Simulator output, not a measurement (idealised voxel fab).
The following process module bears the name voxel capacitor over wiring.
Cross-section cut: width 295 nm, square cells of 5 nm.
A cross-section is a grid of square cells, given in bands from the top down. A band is one or more rows of cells. Per band: top height and bottom height in nm, followed by the left-to-right materials and their widths in nm; "everywhere" marks a single material spanning edge to edge, "blank" marks empty space. All heights in this document are referenced to 0, defined as the level beneath which the wafer, as received, consists entirely of one material. The lowest band is not bounded below; it extends indefinitely downward and is written in the form "z 0 and below". You'd read "30 to 40" like this: the band's top row of cells is as wide as the first number, its bottom row is as wide as the second, and going down, every row changes width by the same amount as the row before did. Basically "remained the same" means that step didn't change any cell in the cross-section. You'll see "Closed empty spaces" listing empty spaces that have no way open to the top, as long as they're 8 cells or more; the notation is width x height at distance, where the distance is from the left edge, and all of it is in nm. after a step's settings: what the simulator itself notes on the step. overlay nm: step with mask; distance mask lay right of planned place; negative value = left of planned place. Structure of the following material. The material consists of pairs of cross-sections. Each pair comprises the cross-section before one process step and the cross-section after that step, the latter shown only down to the lowest band that changed. The step between the cross-sections is specified beneath each pair, including its settings. Pairs are not necessarily consecutive: they may derive from different runs of this module performed on the same starting wafer. Continuity with the pair above is to be assumed only where the entry headed "Before the process" of the pair in question states it.

[Before the process]
> z 55 to 35: SiO2 everywhere
> z 35 to 30: SiCN everywhere
> z 30 to 0: SiO2 everywhere
> z 0 and below: Si everywhere
> Closed empty spaces: none

[Structure After Step]
> z 55 to 35: SiO2: 95; blank: 20; SiO2: 65; blank: 20; SiO2: 95
> Below 35, the layers are the same as they were.
> Closed empty spaces: none
The before and after cross-sections above differ by one step: MASKED_ETCH [tone open] [mask id METAL_1] [width nm 20] [pitch nm 85] [etch materials SiO2] [depth nm 20] [overlay nm 0]

Before the process: taken from the pair above, after panel.

[Structure After Step]
> z 55 to 35: SiO2: 95; blank: 20; SiO2: 65; blank: 20; SiO2: 95
> z 35 to 30: SiCN: 95; blank: 20; SiCN: 65; blank: 20; SiCN: 95
> Below 30, the layers are the same as they were.
> Closed empty spaces: none
The before and after cross-sections above differ by one step: MASKED_ETCH [tone open] [mask id METAL_1] [width nm 20] [pitch nm 85] [etch materials SiCN] [depth nm 5] [overlay nm 0]

Before the process: taken from the pair above, after panel.

[Structure After Step]
> z 60 to 55: TiN: 100; blank: 10; TiN: 75; blank: 10; TiN: 100
> z 55 to 35: SiO2: 95; TiN: 5; blank: 10; TiN: 5; SiO2: 65; TiN: 5; blank: 10; TiN: 5; SiO2: 95
> z 35 to 30: SiCN: 95; TiN: 20; SiCN: 65; TiN: 20; SiCN: 95
> Below 30, the layers are the same as they were.
> Closed empty spaces: none
The before and after cross-sections above differ by one step: CONFORMAL_DEP [material TiN] [thk nm 5]

Before the process: taken from the pair above, after panel.

[Structure After Step]
> z 70 to 60: Cu everywhere
> z 60 to 55: TiN: 100; Cu: 10; TiN: 75; Cu: 10; TiN: 100
> z 55 to 35: SiO2: 95; TiN: 5; Cu: 10; TiN: 5; SiO2: 65; TiN: 5; Cu: 10; TiN: 5; SiO2: 95
> Below 35, the layers are the same as they were.
> Closed empty spaces: none
The before and after cross-sections above differ by one step: FILL_DEP [material Cu] [thk nm 10]

Before the process: taken from the pair above, after panel.

[Structure After Step]
> z 40 to 35: SiO2: 95; TiN: 5; Cu: 10; TiN: 5; SiO2: 65; TiN: 5; Cu: 10; TiN: 5; SiO2: 95
> Below 35, the layers are the same as they were.
> Closed empty spaces: none
The before and after cross-sections above differ by one step: CMP [height nm 40]

Before the process: taken from the pair above, after panel.

[Structure After Step]
> z 45 to 40: SiCN everywhere
> Below 40, the layers are the same as they were.
> Closed empty spaces: none
The before and after cross-sections above differ by one step: CONFORMAL_DEP [material SiCN] [thk nm 5]

Before the process: taken from the pair above, after panel.

[Structure After Step]
> z 55 to 45: SiO2 everywhere
> Below 45, the layers are the same as they were.
> Closed empty spaces: none
The before and after cross-sections above differ by one step: DIRECTIONAL_DEP [material SiO2] [thk nm 10]

Before the process: taken from the pair above, after panel.

[Structure After Step]
> z 70 to 55: aC everywhere
> Below 55, the layers are the same as they were.
> Closed empty spaces: none
The before and after cross-sections above differ by one step: DIRECTIONAL_DEP [material aC] [thk nm 15]

Before the process: taken from the pair above, after panel.

[Structure After Step]
> z 105 to 70: resist: 100; blank: 15; resist: 180
> Below 70, the layers are the same as they were.
> Closed empty spaces: none
The before and after cross-sections above differ by one step: PATTERN [tone open] [mask id PLUG_1] [material resist] [width nm 15] [thk nm 35] [overlay nm 0]

Before the process: taken from the pair above, after panel.

[Structure After Step]
> z 90 to 70: resist: 100; blank: 15; resist: 180
> z 70 to 55: aC: 100; blank: 15; aC: 180
> Below 55, the layers are the same as they were.
> Closed empty spaces: none
The before and after cross-sections above differ by one step: DIRECTIONAL_ETCH [etch materials aC] [depth nm 15]

Before the process: taken from the pair above, after panel.

[Structure After Step]
> z 70 to 55: aC: 100; blank: 15; aC: 180
> Below 55, the layers are the same as they were.
> Closed empty spaces: none
The before and after cross-sections above differ by one step: STRIP [etch materials resist]

Before the process: taken from the pair above, after panel.

[Structure After Step]
> z 70 to 55: aC: 100; blank: 15; aC: 180
> z 55 to 45: SiO2: 100; blank: 15; SiO2: 180
> Below 45, the layers are the same as they were.
> Closed empty spaces: none
The before and after cross-sections above differ by one step: DIRECTIONAL_ETCH [etch materials SiO2] [depth nm 10]

Before the process: taken from the pair above, after panel.

[Structure After Step]
> z 70 to 55: aC: 100; blank: 15; aC: 180
> z 55 to 45: SiO2: 100; blank: 15; SiO2: 180
> z 45 to 40: SiCN: 100; blank: 15; SiCN: 180
> Below 40, the layers are the same as they were.
> Closed empty spaces: none
The before and after cross-sections above differ by one step: DIRECTIONAL_ETCH [etch materials SiCN] [depth nm 5]

Before the process: taken from the pair above, after panel.

[Structure After Step]
> z 55 to 45: SiO2: 100; blank: 15; SiO2: 180
> Below 45, the layers are the same as they were.
> Closed empty spaces: none
The before and after cross-sections above differ by one step: STRIP [etch materials aC]

Before the process: taken from the pair above, after panel.

[Structure After Step]
> z 55 to 50: SiO2: 100; blank: 15; SiO2: 180
> z 50 to 45: SiO2: 100; Ru: 15; SiO2: 180
> z 45 to 40: SiCN: 100; Ru: 15; SiCN: 180
> Below 40, the layers are the same as they were.
> Closed empty spaces: none
The before and after cross-sections above differ by one step: EPI [material Ru] [thk nm 10]

Before the process: taken from the pair above, after panel.

[Structure After Step]
> z 55 to 45: SiO2: 100; Ru: 15; SiO2: 180
> Below 45, the layers are the same as they were.
> Closed empty spaces: none
The before and after cross-sections above differ by one step: EPI [material Ru] [thk nm 5]

Before the process: taken from the pair above, after panel.

[Structure After Step]
> z 65 to 55: TiN everywhere
> Below 55, the layers are the same as they were.
> Closed empty spaces: none
The before and after cross-sections above differ by one step: DIRECTIONAL_DEP [material TiN] [thk nm 10]

Before the process: taken from the pair above, after panel.

[Structure After Step]
> z 70 to 65: SiN everywhere
> Below 65, the layers are the same as they were.
> Closed empty spaces: none
The before and after cross-sections above differ by one step: DIRECTIONAL_DEP [material SiN] [thk nm 5]

Before the process: taken from the pair above, after panel.

[Structure After Step]
> z 75 to 70: TiN everywhere
> Below 70, the layers are the same as they were.
> Closed empty spaces: none
The before and after cross-sections above differ by one step: DIRECTIONAL_DEP [material TiN] [thk nm 5]

Before the process: taken from the pair above, after panel.

[Structure After Step]
> z 90 to 75: aC everywhere
> Below 75, the layers are the same as they were.
> Closed empty spaces: none
The before and after cross-sections above differ by one step: DIRECTIONAL_DEP [material aC] [thk nm 15]

Before the process: taken from the pair above, after panel.

[Structure After Step]
> z 120 to 90: blank: 100; resist: 70; blank: 125
> Below 90, the layers are the same as they were.
> Closed empty spaces: none
The before and after cross-sections above differ by one step: PATTERN [tone cover] [mask id UPPER_PLATE] [material resist] [width nm 70] [thk nm 30] [overlay nm 0]

Before the process: taken from the pair above, after panel.

[Structure After Step]
> z 105 to 90: blank: 100; resist: 70; blank: 125
> z 90 to 75: blank: 100; aC: 70; blank: 125
> Below 75, the layers are the same as they were.
> Closed empty spaces: none
The before and after cross-sections above differ by one step: DIRECTIONAL_ETCH [etch materials aC] [depth nm 15]

Before the process: taken from the pair above, after panel.

[Structure After Step]
> z 90 to 75: blank: 100; aC: 70; blank: 125
> Below 75, the layers are the same as they were.
> Closed empty spaces: none
The before and after cross-sections above differ by one step: STRIP [etch materials resist]

Before the process: taken from the pair above, after panel.

[Structure After Step]
> z 90 to 75: blank: 100; aC: 70; blank: 125
> z 75 to 70: blank: 100; TiN: 70; blank: 125
> Below 70, the layers are the same as they were.
> Closed empty spaces: none
The before and after cross-sections above differ by one step: DIRECTIONAL_ETCH [etch materials TiN] [depth nm 5]

Before the process: taken from the pair above, after panel.

[Structure After Step]
> z 90 to 75: blank: 100; aC: 70; blank: 125
> z 75 to 70: blank: 100; TiN: 70; blank: 125
> z 70 to 65: blank: 100; SiN: 70; blank: 125
> Below 65, the layers are the same as they were.
> Closed empty spaces: none
The before and after cross-sections above differ by one step: DIRECTIONAL_ETCH [etch materials SiN] [depth nm 5]

Before the process: taken from the pair above, after panel.

[Structure After Step]
> z 75 to 70: blank: 100; TiN: 70; blank: 125
> Below 70, the layers are the same as they were.
> Closed empty spaces: none
The before and after cross-sections above differ by one step: STRIP [etch materials aC]

Before the process: taken from the pair above, after panel.

[Structure After Step]
> z 90 to 80: blank: 100; aC: 70; blank: 125
> z 80 to 75: aC everywhere
> z 75 to 70: aC: 100; TiN: 70; aC: 125
> z 70 to 65: aC: 100; SiN: 70; aC: 125
> Below 65, the layers are the same as they were.
> Closed empty spaces: none
The before and after cross-sections above differ by one step: DIRECTIONAL_DEP [material aC] [thk nm 15]

Before the process: taken from the pair above, after panel.

[Structure After Step]
> z 120 to 90: blank: 95; resist: 80; blank: 120
> z 90 to 80: blank: 95; resist: 5; aC: 70; resist: 5; blank: 120
> Below 80, the layers are the same as they were.
> Closed empty spaces: none
The before and after cross-sections above differ by one step: PATTERN [tone cover] [mask id LOWER_PLATE] [material resist] [width nm 80] [thk nm 30] [overlay nm 0]

Before the process: taken from the pair above, after panel.

[Structure After Step]
> z 105 to 90: blank: 95; resist: 80; blank: 120
> z 90 to 80: blank: 95; resist: 5; aC: 70; resist: 5; blank: 120
> z 80 to 75: blank: 95; aC: 80; blank: 120
> z 75 to 70: blank: 95; aC: 5; TiN: 70; aC: 5; blank: 120
> z 70 to 65: blank: 95; aC: 5; SiN: 70; aC: 5; blank: 120
> Below 65, the layers are the same as they were.
> Closed empty spaces: none
The before and after cross-sections above differ by one step: DIRECTIONAL_ETCH [etch materials aC] [depth nm 15]

Before the process: taken from the pair above, after panel.

[Structure After Step]
> z 90 to 80: blank: 100; aC: 70; blank: 125
> Below 80, the layers are the same as they were.
> Closed empty spaces: none
The before and after cross-sections above differ by one step: STRIP [etch materials resist]

Before the process: taken from the pair above, after panel.

[Structure After Step]
> z 90 to 80: blank: 100; aC: 70; blank: 125
> z 80 to 75: blank: 95; aC: 80; blank: 120
> z 75 to 70: blank: 95; aC: 5; TiN: 70; aC: 5; blank: 120
> z 70 to 65: blank: 95; aC: 5; SiN: 70; aC: 5; blank: 120
> z 65 to 55: blank: 95; TiN: 80; blank: 120
> Below 55, the layers are the same as they were.
> Closed empty spaces: none
The before and after cross-sections above differ by one step: DIRECTIONAL_ETCH [etch materials TiN] [depth nm 10]

Before the process: taken from the pair above, after panel.

[Structure After Step]
> z 75 to 70: blank: 100; TiN: 70; blank: 125
> z 70 to 65: blank: 100; SiN: 70; blank: 125
> Below 65, the layers are the same as they were.
> Closed empty spaces: none
The before and after cross-sections above differ by one step: STRIP [etch materials aC]

Before the process: taken from the pair above, after panel.

[Structure After Step]
> z 90 to 75: SiO2 everywhere
> z 75 to 70: SiO2: 100; TiN: 70; SiO2: 125
> z 70 to 65: SiO2: 100; SiN: 70; SiO2: 125
> z 65 to 55: SiO2: 95; TiN: 80; SiO2: 120
> Below 55, the layers are the same as they were.
> Closed empty spaces: none
The before and after cross-sections above differ by one step: FILL_DEP [material SiO2] [thk nm 15]

Before the process: taken from the pair above, after panel.

[Structure After Step]
> z 85 to 75: SiO2 everywhere
> Below 75, the layers are the same as they were.
> Closed empty spaces: none
The before and after cross-sections above differ by one step: CMP [height nm 85]

Before the process: taken from the pair above, after panel.

[Structure After Step]
> z 95 to 85: aC everywhere
> Below 85, the layers are the same as they were.
> Closed empty spaces: none
The before and after cross-sections above differ by one step: DIRECTIONAL_DEP [material aC] [thk nm 10]

Before the process: taken from the pair above, after panel.

[Structure After Step]
> z 120 to 95: resist: 110; blank: 15; resist: 170
> Below 95, the layers are the same as they were.
> Closed empty spaces: none
The before and after cross-sections above differ by one step: PATTERN [tone open] [mask id PLUG_2] [material resist] [width nm 15] [thk nm 25] [overlay nm 0]

Before the process: taken from the pair above, after panel.

[Structure After Step]
> z 110 to 95: resist: 110; blank: 15; resist: 170
> z 95 to 85: aC: 110; blank: 15; aC: 170
> Below 85, the layers are the same as they were.
> Closed empty spaces: none
The before and after cross-sections above differ by one step: DIRECTIONAL_ETCH [etch materials aC] [depth nm 10]

Before the process: taken from the pair above, after panel.

[Structure After Step]
> z 95 to 85: aC: 110; blank: 15; aC: 170
> Below 85, the layers are the same as they were.
> Closed empty spaces: none
The before and after cross-sections above differ by one step: STRIP [etch materials resist]

Before the process: taken from the pair above, after panel.

[Structure After Step]
> z 95 to 85: aC: 110; blank: 15; aC: 170
> z 85 to 75: SiO2: 110; blank: 15; SiO2: 170
> Below 75, the layers are the same as they were.
> Closed empty spaces: none
The before and after cross-sections above differ by one step: DIRECTIONAL_ETCH [etch materials SiO2] [depth nm 10]

Before the process: taken from the pair above, after panel.

[Structure After Step]
> z 85 to 75: SiO2: 110; blank: 15; SiO2: 170
> Below 75, the layers are the same as they were.
> Closed empty spaces: none
The before and after cross-sections above differ by one step: STRIP [etch materials aC]

Before the process: taken from the pair above, after panel.

[Structure After Step]
> z 90 to 85: TiN: 115; blank: 5; TiN: 175
> z 85 to 80: SiO2: 110; TiN: 5; blank: 5; TiN: 5; SiO2: 170
> z 80 to 70: SiO2: 110 to 100; TiN: 15 to 70; SiO2: 170 to 125
> Below 70, the layers are the same as they were.
> Closed empty spaces: none
The before and after cross-sections above differ by one step: CONFORMAL_DEP [material TiN] [thk nm 5]

Before the process: taken from the pair above, after panel.

[Structure After Step]
> z 95 to 90: Cu everywhere
> z 90 to 85: TiN: 115; Cu: 5; TiN: 175
> z 85 to 80: SiO2: 110; TiN: 5; Cu: 5; TiN: 5; SiO2: 170
> Below 80, the layers are the same as they were.
> Closed empty spaces: none
The before and after cross-sections above differ by one step: FILL_DEP [material Cu] [thk nm 5]

Before the process: taken from the pair above, after panel.

[Structure After Step]
> z 85 to 80: SiO2: 110; TiN: 5; Cu: 5; TiN: 5; SiO2: 170
> Below 80, the layers are the same as they were.
> Closed empty spaces: none
The before and after cross-sections above differ by one step: CMP [height nm 85]

Before the process: taken from the pair above, after panel.

[Structure After Step]
> z 90 to 85: SiN everywhere
> Below 85, the layers are the same as they were.
> Closed empty spaces: none
The before and after cross-sections above differ by one step: CONFORMAL_DEP [material SiN] [thk nm 5]

[Before the process]
> z 55 to 45: SiO2: 100; Ru: 15; SiO2: 180
> z 45 to 40: SiCN: 100; Ru: 15; SiCN: 180
> z 40 to 20: SiO2: 95; TiN: 5; Cu: 10; TiN: 5; SiO2: 65; TiN: 5; Cu: 10; TiN: 5; SiO2: 95
> z 20 to 15: SiCN: 95; TiN: 20; SiCN: 65; TiN: 20; SiCN: 95
> z 15 to 0: SiO2 everywhere
> z 0 and below: Si everywhere
> Closed empty spaces: none

[Structure After Step]
> z 60 to 55: SiN everywhere
> Below 55, the layers are the same as they were.
> Closed empty spaces: none
The before and after cross-sections above differ by one step: DIRECTIONAL_DEP [material SiN] [thk nm 5]

Before the process: taken from the pair above, after panel.

[Structure After Step]
> z 70 to 60: TiN everywhere
> Below 60, the layers are the same as they were.
> Closed empty spaces: none
The before and after cross-sections above differ by one step: DIRECTIONAL_DEP [material TiN] [thk nm 10]

Before the process: taken from the pair above, after panel.

[Structure After Step]
> z 75 to 60: TiN everywhere
> Below 60, the layers are the same as they were.
> Closed empty spaces: none
The before and after cross-sections above differ by one step: DIRECTIONAL_DEP [material TiN] [thk nm 5]

Before the process: taken from the pair above, after panel.

[Structure After Step]
> z 90 to 75: aC everywhere
> Below 75, the layers are the same as they were.
> Closed empty spaces: none
The before and after cross-sections above differ by one step: DIRECTIONAL_DEP [material aC] [thk nm 15]

Before the process: taken from the pair above, after panel.

[Structure After Step]
> z 120 to 90: blank: 100; resist: 70; blank: 125
> Below 90, the layers are the same as they were.
> Closed empty spaces: none
The before and after cross-sections above differ by one step: PATTERN [tone cover] [mask id UPPER_PLATE] [material resist] [width nm 70] [thk nm 30] [overlay nm 0]

Before the process: taken from the pair above, after panel.

[Structure After Step]
> z 105 to 90: blank: 100; resist: 70; blank: 125
> z 90 to 75: blank: 100; aC: 70; blank: 125
> Below 75, the layers are the same as they were.
> Closed empty spaces: none
The before and after cross-sections above differ by one step: DIRECTIONAL_ETCH [etch materials aC] [depth nm 15]

Before the process: taken from the pair above, after panel.

[Structure After Step]
> z 90 to 75: blank: 100; aC: 70; blank: 125
> Below 75, the layers are the same as they were.
> Closed empty spaces: none
The before and after cross-sections above differ by one step: STRIP [etch materials resist]

Before the process: taken from the pair above, after panel.

[Structure After Step]
> z 90 to 75: blank: 100; aC: 70; blank: 125
> z 75 to 70: blank: 100; TiN: 70; blank: 125
> Below 70, the layers are the same as they were.
> Closed empty spaces: none
The before and after cross-sections above differ by one step: DIRECTIONAL_ETCH [etch materials TiN] [depth nm 5]

Before the process: taken from the pair above, after panel.

[Structure After Step]
> z 75 to 70: blank: 100; TiN: 70; blank: 125
> Below 70, the layers are the same as they were.
> Closed empty spaces: none
The before and after cross-sections above differ by one step: STRIP [etch materials aC]

Before the process: taken from the pair above, after panel.

[Structure After Step]
> z 90 to 85: blank: 100; aC: 70; blank: 125
> z 85 to 75: aC everywhere
> z 75 to 70: aC: 100; TiN: 70; aC: 125
> Below 70, the layers are the same as they were.
> Closed empty spaces: none
The before and after cross-sections above differ by one step: DIRECTIONAL_DEP [material aC] [thk nm 15]

Before the process: taken from the pair above, after panel.

[Structure After Step]
> z 120 to 90: blank: 95; resist: 80; blank: 120
> z 90 to 85: blank: 95; resist: 5; aC: 70; resist: 5; blank: 120
> Below 85, the layers are the same as they were.
> Closed empty spaces: none
The before and after cross-sections above differ by one step: PATTERN [tone cover] [mask id LOWER_PLATE] [material resist] [width nm 80] [thk nm 30] [overlay nm 0]

Before the process: taken from the pair above, after panel.

[Structure After Step]
> z 105 to 90: blank: 95; resist: 80; blank: 120
> z 90 to 85: blank: 95; resist: 5; aC: 70; resist: 5; blank: 120
> z 85 to 75: blank: 95; aC: 80; blank: 120
> z 75 to 70: blank: 95; aC: 5; TiN: 70; aC: 5; blank: 120
> Below 70, the layers are the same as they were.
> Closed empty spaces: none
The before and after cross-sections above differ by one step: DIRECTIONAL_ETCH [etch materials aC] [depth nm 15]

Before the process: taken from the pair above, after panel.

[Structure After Step]
> z 90 to 85: blank: 100; aC: 70; blank: 125
> Below 85, the layers are the same as they were.
> Closed empty spaces: none
The before and after cross-sections above differ by one step: STRIP [etch materials resist]

Before the process: taken from the pair above, after panel.

[Structure After Step]
> z 90 to 85: blank: 100; aC: 70; blank: 125
> z 85 to 75: blank: 95; aC: 80; blank: 120
> z 75 to 70: blank: 95; aC: 5; TiN: 70; aC: 5; blank: 120
> z 70 to 60: blank: 95; TiN: 80; blank: 120
> Below 60, the layers are the same as they were.
> Closed empty spaces: none
The before and after cross-sections above differ by one step: DIRECTIONAL_ETCH [etch materials TiN] [depth nm 10]

Before the process: taken from the pair above, after panel.

[Structure After Step]
> z 75 to 70: blank: 100; TiN: 70; blank: 125
> Below 70, the layers are the same as they were.
> Closed empty spaces: none
The before and after cross-sections above differ by one step: STRIP [etch materials aC]

Before the process: taken from the pair above, after panel.

[Structure After Step]
> z 90 to 75: SiO2 everywhere
> z 75 to 70: SiO2: 100; TiN: 70; SiO2: 125
> z 70 to 60: SiO2: 95; TiN: 80; SiO2: 120
> Below 60, the layers are the same as they were.
> Closed empty spaces: none
The before and after cross-sections above differ by one step: FILL_DEP [material SiO2] [thk nm 15]

Before the process: taken from the pair above, after panel.

[Structure After Step]
> z 85 to 75: SiO2 everywhere
> Below 75, the layers are the same as they were.
> Closed empty spaces: none
The before and after cross-sections above differ by one step: CMP [height nm 85]

Before the process: taken from the pair above, after panel.

[Structure After Step]
> z 95 to 85: aC everywhere
> Below 85, the layers are the same as they were.
> Closed empty spaces: none
The before and after cross-sections above differ by one step: DIRECTIONAL_DEP [material aC] [thk nm 10]

Before the process: taken from the pair above, after panel.

[Structure After Step]
> z 120 to 95: resist: 110; blank: 15; resist: 170
> Below 95, the layers are the same as they were.
> Closed empty spaces: none
The before and after cross-sections above differ by one step: PATTERN [tone open] [mask id PLUG_2] [material resist] [width nm 15] [thk nm 25] [overlay nm 0]

Before the process: taken from the pair above, after panel.

[Structure After Step]
> z 110 to 95: resist: 110; blank: 15; resist: 170
> z 95 to 85: aC: 110; blank: 15; aC: 170
> Below 85, the layers are the same as they were.
> Closed empty spaces: none
The before and after cross-sections above differ by one step: DIRECTIONAL_ETCH [etch materials aC] [depth nm 10]

Before the process: taken from the pair above, after panel.

[Structure After Step]
> z 95 to 85: aC: 110; blank: 15; aC: 170
> Below 85, the layers are the same as they were.
> Closed empty spaces: none
The before and after cross-sections above differ by one step: STRIP [etch materials resist]

Before the process: taken from the pair above, after panel.

[Structure After Step]
> z 95 to 85: aC: 110; blank: 15; aC: 170
> z 85 to 75: SiO2: 110; blank: 15; SiO2: 170
> Below 75, the layers are the same as they were.
> Closed empty spaces: none
The before and after cross-sections above differ by one step: DIRECTIONAL_ETCH [etch materials SiO2] [depth nm 10]

Before the process: taken from the pair above, after panel.

[Structure After Step]
> z 85 to 75: SiO2: 110; blank: 15; SiO2: 170
> Below 75, the layers are the same as they were.
> Closed empty spaces: none
The before and after cross-sections above differ by one step: STRIP [etch materials aC]

Before the process: taken from the pair above, after panel.

[Structure After Step]
> z 90 to 85: TiN: 115; blank: 5; TiN: 175
> z 85 to 80: SiO2: 110; TiN: 5; blank: 5; TiN: 5; SiO2: 170
> z 80 to 70: SiO2: 110 to 100; TiN: 15 to 70; SiO2: 170 to 125
> Below 70, the layers are the same as they were.
> Closed empty spaces: none
The before and after cross-sections above differ by one step: CONFORMAL_DEP [material TiN] [thk nm 5]

Before the process: taken from the pair above, after panel.

[Structure After Step]
> z 95 to 90: Cu everywhere
> z 90 to 85: TiN: 115; Cu: 5; TiN: 175
> z 85 to 80: SiO2: 110; TiN: 5; Cu: 5; TiN: 5; SiO2: 170
> Below 80, the layers are the same as they were.
> Closed empty spaces: none
The before and after cross-sections above differ by one step: FILL_DEP [material Cu] [thk nm 5]

Before the process: taken from the pair above, after panel.

[Structure After Step]
> z 85 to 80: SiO2: 110; TiN: 5; Cu: 5; TiN: 5; SiO2: 170
> Below 80, the layers are the same as they were.
> Closed empty spaces: none
The before and after cross-sections above differ by one step: CMP [height nm 85]

Before the process: taken from the pair above, after panel.

[Structure After Step]
> z 90 to 85: SiN everywhere
> Below 85, the layers are the same as they were.
> Closed empty spaces: none
The before and after cross-sections above differ by one step: CONFORMAL_DEP [material SiN] [thk nm 5]

[Before the process]
> z 95 to 90: Cu everywhere
> z 90 to 85: TiN: 115; Cu: 5; TiN: 175
> z 85 to 80: SiO2: 110; TiN: 5; Cu: 5; TiN: 5; SiO2: 170
> z 80 to 70: SiO2: 110 to 100; TiN: 15 to 70; SiO2: 170 to 125
> z 70 to 65: SiO2: 100; SiN: 70; SiO2: 125
> z 65 to 55: SiO2: 95; TiN: 80; SiO2: 120
> z 55 to 45: SiO2: 100; Ru: 15; SiO2: 180
> z 45 to 40: SiCN: 100; Ru: 15; SiCN: 180
> z 40 to 20: SiO2: 95; TiN: 5; Cu: 10; TiN: 5; SiO2: 65; TiN: 5; Cu: 10; TiN: 5; SiO2: 95
> z 20 to 15: SiCN: 95; TiN: 20; SiCN: 65; TiN: 20; SiCN: 95
> z 15 to 0: SiO2 everywhere
> z 0 and below: Si everywhere
> Closed empty spaces: none

[Structure After Step]
> z 80 to 70: SiO2: 110 to 100; TiN: 15 to 70; SiO2: 170 to 125
> Below 70, the layers are the same as they were.
> Closed empty spaces: none
The before and after cross-sections above differ by one step: CMP [height nm 80]

Before the process: taken from the pair above, after panel.

[Structure After Step]
> z 85 to 80: SiN everywhere
> Below 80, the layers are the same as they were.
> Closed empty spaces: none
The before and after cross-sections above differ by one step: CONFORMAL_DEP [material SiN] [thk nm 5]

[Before the process]
> z 40 to 20: SiO2 everywhere
> z 20 to 15: SiCN everywhere
> z 15 to 0: SiO2 everywhere
> z 0 and below: Si everywhere
> Closed empty spaces: none

[Structure After Step]
> z 40 to 20: SiO2: 95; blank: 25; SiO2: 60; blank: 25; SiO2: 90
> Below 20, the layers are the same as they were.
> Closed empty spaces: none
The before and after cross-sections above differ by one step: MASKED_ETCH [tone open] [mask id METAL_1] [width nm 25] [pitch nm 85] [etch materials SiO2] [depth nm 20] [overlay nm 0]

Before the process: taken from the pair above, after panel.

[Structure After Step]
> z 40 to 20: SiO2: 95; blank: 25; SiO2: 60; blank: 25; SiO2: 90
> z 20 to 15: SiCN: 95; blank: 20; SiCN: 65; blank: 20; SiCN: 95
> Below 15, the layers are the same as they were.
> Closed empty spaces: none
The before and after cross-sections above differ by one step: MASKED_ETCH [tone open] [mask id METAL_1] [width nm 20] [pitch nm 85] [etch materials SiCN] [depth nm 5] [overlay nm 0]

Before the process: taken from the pair above, after panel.

[Structure After Step]
> z 45 to 40: TiN: 100; blank: 15; TiN: 70; blank: 15; TiN: 95
> z 40 to 25: SiO2: 95; TiN: 5; blank: 15; TiN: 5; SiO2: 60; TiN: 5; blank: 15; TiN: 5; SiO2: 90
> z 25 to 20: SiO2: 95; TiN: 5; blank: 10; TiN: 10; SiO2: 60; TiN: 5; blank: 10; TiN: 10; SiO2: 90
> z 20 to 15: SiCN: 95; TiN: 20; SiCN: 65; TiN: 20; SiCN: 95
> Below 15, the layers are the same as they were.
> Closed empty spaces: none
The before and after cross-sections above differ by one step: CONFORMAL_DEP [material TiN] [thk nm 5]

Before the process: taken from the pair above, after panel.

[Structure After Step]
> z 55 to 45: Cu everywhere
> z 45 to 40: TiN: 100; Cu: 15; TiN: 70; Cu: 15; TiN: 95
> z 40 to 25: SiO2: 95; TiN: 5; Cu: 15; TiN: 5; SiO2: 60; TiN: 5; Cu: 15; TiN: 5; SiO2: 90
> z 25 to 20: SiO2: 95; TiN: 5; Cu: 10; TiN: 10; SiO2: 60; TiN: 5; Cu: 10; TiN: 10; SiO2: 90
> Below 20, the layers are the same as they were.
> Closed empty spaces: none
The before and after cross-sections above differ by one step: FILL_DEP [material Cu] [thk nm 10]

Before the process: taken from the pair above, after panel.

[Structure After Step]
> z 40 to 25: SiO2: 95; TiN: 5; Cu: 15; TiN: 5; SiO2: 60; TiN: 5; Cu: 15; TiN: 5; SiO2: 90
> Below 25, the layers are the same as they were.
> Closed empty spaces: none
The before and after cross-sections above differ by one step: CMP [height nm 40]

Before the process: taken from the pair above, after panel.

[Structure After Step]
> z 45 to 40: SiCN everywhere
> Below 40, the layers are the same as they were.
> Closed empty spaces: none
The before and after cross-sections above differ by one step: CONFORMAL_DEP [material SiCN] [thk nm 5]

Before the process: taken from the pair above, after panel.

[Structure After Step]
> z 55 to 45: SiO2 everywhere
> Below 45, the layers are the same as they were.
> Closed empty spaces: none
The before and after cross-sections above differ by one step: DIRECTIONAL_DEP [material SiO2] [thk nm 10]

Before the process: taken from the pair above, after panel.

[Structure After Step]
> z 70 to 55: aC everywhere
> Below 55, the layers are the same as they were.
> Closed empty spaces: none
The before and after cross-sections above differ by one step: DIRECTIONAL_DEP [material aC] [thk nm 15]

Before the process: taken from the pair above, after panel.

[Structure After Step]
> z 105 to 70: resist: 100; blank: 15; resist: 180
> Below 70, the layers are the same as they were.
> Closed empty spaces: none
The before and after cross-sections above differ by one step: PATTERN [tone open] [mask id PLUG_1] [material resist] [width nm 15] [thk nm 35] [overlay nm 0]

Before the process: taken from the pair above, after panel.

[Structure After Step]
> z 90 to 70: resist: 100; blank: 15; resist: 180
> z 70 to 55: aC: 100; blank: 15; aC: 180
> Below 55, the layers are the same as they were.
> Closed empty spaces: none
The before and after cross-sections above differ by one step: DIRECTIONAL_ETCH [etch materials aC] [depth nm 15]

Before the process: taken from the pair above, after panel.

[Structure After Step]
> z 70 to 55: aC: 100; blank: 15; aC: 180
> Below 55, the layers are the same as they were.
> Closed empty spaces: none
The before and after cross-sections above differ by one step: STRIP [etch materials resist]

Before the process: taken from the pair above, after panel.

[Structure After Step]
> z 70 to 55: aC: 100; blank: 15; aC: 180
> z 55 to 45: SiO2: 100; blank: 15; SiO2: 180
> Below 45, the layers are the same as they were.
> Closed empty spaces: none
The before and after cross-sections above differ by one step: DIRECTIONAL_ETCH [etch materials SiO2] [depth nm 10]

Before the process: taken from the pair above, after panel.

[Structure After Step]
> z 70 to 55: aC: 100; blank: 15; aC: 180
> z 55 to 45: SiO2: 100; blank: 15; SiO2: 180
> z 45 to 40: SiCN: 100; blank: 15; SiCN: 180
> Below 40, the layers are the same as they were.
> Closed empty spaces: none
The before and after cross-sections above differ by one step: DIRECTIONAL_ETCH [etch materials SiCN] [depth nm 5]

Before the process: taken from the pair above, after panel.

[Structure After Step]
> z 55 to 45: SiO2: 100; blank: 15; SiO2: 180
> Below 45, the layers are the same as they were.
> Closed empty spaces: none
The before and after cross-sections above differ by one step: STRIP [etch materials aC]

Before the process: taken from the pair above, after panel.

[Structure After Step]
> z 55 to 50: SiO2: 100; blank: 15; SiO2: 180
> z 50 to 45: SiO2: 100; Ru: 15; SiO2: 180
> z 45 to 40: SiCN: 100; Ru: 15; SiCN: 180
> Below 40, the layers are the same as they were.
> Closed empty spaces: none
The before and after cross-sections above differ by one step: EPI [material Ru] [thk nm 10]
